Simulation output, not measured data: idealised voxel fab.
The following is a process module called voxel lift off.
The figure presents cross-section cut, which has a width of 260 nm and is divided into square cells with an edge length of 5 nm.
Heads up, the way a cross-section reads in here is a grid of square cells, handed over as bands from the top down, with every band being one or more rows of cells. Each band's line starts with the height of the band's top and of its bottom, in nm. Then come its materials from left to right, each with its width in nm. One material with "all across" fills the band from edge to edge. "air" is empty space. All heights in this document are referenced to 0, defined as the level beneath which the wafer, as received, consists entirely of one material. The lowest band is not bounded below; it extends indefinitely downward and is written in the form "0 down". With a width like "30->40", each row of cells in the band differs from the next by the same amount, the top row carrying the first number and the bottom row the second. Step marked "no modifications"? Then no cell in the cross-section changed in it. Entry "Closed void roster" = empty spaces >= 8 cells with no open way to the top; each as width x height at distance, distance from left edge, all nm. Anything after a step's settings on that line? It's the simulator's own note about the step. The optional step-line setting "overlay nm" applies to steps with a mask and quantifies how far to the right of its planned location the mask lay, a negative value indicating leftward placement.

# Intended process steps
1) RECEIVE,material Si
2) CONFORMAL_DEP,material SiN,thk nm 15
3) PATTERN,tone open,mask id LINES,material resist,width nm 25,pitch nm 50,thk nm 30,overlay nm 0
4) DIRECTIONAL_DEP,material Ru,thk nm 15
5) STRIP,etch materials resist
6) CONFORMAL_DEP,material SiCN,thk nm 5

# Account of the first of two wafers, which was processed as intended

# Delivered wafer in cross-section: state after step 1
> 0 down: Si all across
> Closed void roster: none

# The following cross-section depicts the wafer upon completion of step 2
> 15 to 0: SiN all across
> For the remainder of the cross-section, below 0, there is no change.

# The following cross-section depicts the wafer upon completion of step 3
> 45 to 15: resist (65) / air (25) / resist (25) / air (25) / resist (25) / air (25) / resist (70)
> For the remainder of the cross-section, below 15, there is no change.

# The following cross-section depicts the wafer upon completion of step 4
> 60 to 45: Ru (65) / air (25) / Ru (25) / air (25) / Ru (25) / air (25) / Ru (70)
> 45 to 30: resist (65) / air (25) / resist (25) / air (25) / resist (25) / air (25) / resist (70)
> 30 to 15: resist (65) / Ru (25) / resist (25) / Ru (25) / resist (25) / Ru (25) / resist (70)
> For the remainder of the cross-section, below 15, there is no change.

# The following cross-section depicts the wafer upon completion of step 5
> 30 to 15: air (65) / Ru (25) / air (25) / Ru (25) / air (25) / Ru (25) / air (70)
> For the remainder of the cross-section, below 15, there is no change.

# The following cross-section depicts the wafer upon completion of step 6
> 35 to 30: air (60) / SiCN (35) / air (15) / SiCN (35) / air (15) / SiCN (35) / air (65)
> 30 to 20: air (60) / SiCN (5) / Ru (25) / SiCN (5) / air (15) / SiCN (5) / Ru (25) / SiCN (5) / air (15) / SiCN (5) / Ru (25) / SiCN (5) / air (65)
> 20 to 15: SiCN (65) / Ru (25) / SiCN (25) / Ru (25) / SiCN (25) / Ru (25) / SiCN (70)
> For the remainder of the cross-section, below 15, there is no change.

# Now the other wafer: same start, same recipe, but we messed up one thing when running it. Up to and including step 2 it's the same as the first one

# Second wafer at the planned finish of step 3, seen in cross-section
> 45 to 15: resist (55) / air (25) / resist (25) / air (25) / resist (25) / air (25) / resist (80)
> For the remainder of the cross-section, below 15, there is no change.

# Second wafer at the planned finish of step 4, seen in cross-section
> 60 to 45: Ru (55) / air (25) / Ru (25) / air (25) / Ru (25) / air (25) / Ru (80)
> 45 to 30: resist (55) / air (25) / resist (25) / air (25) / resist (25) / air (25) / resist (80)
> 30 to 15: resist (55) / Ru (25) / resist (25) / Ru (25) / resist (25) / Ru (25) / resist (80)
> For the remainder of the cross-section, below 15, there is no change.

# Second wafer at the planned finish of step 5, seen in cross-section
> 30 to 15: air (55) / Ru (25) / air (25) / Ru (25) / air (25) / Ru (25) / air (80)
> For the remainder of the cross-section, below 15, there is no change.

# Second wafer at the planned finish of step 6, seen in cross-section
> 35 to 30: air (50) / SiCN (35) / air (15) / SiCN (35) / air (15) / SiCN (35) / air (75)
> 30 to 20: air (50) / SiCN (5) / Ru (25) / SiCN (5) / air (15) / SiCN (5) / Ru (25) / SiCN (5) / air (15) / SiCN (5) / Ru (25) / SiCN (5) / air (75)
> 20 to 15: SiCN (55) / Ru (25) / SiCN (25) / Ru (25) / SiCN (25) / Ru (25) / SiCN (80)
> For the remainder of the cross-section, below 15, there is no change.
Run error: the process deviated at step 3: the operation and settings actually run there were PATTERN,tone open,mask id LINES,material resist,width nm 25,pitch nm 50,thk nm 30,overlay nm -10
If you tally the cells, the second wafer ends up with the same amount of every material as the first; it's all just sitting in different places.
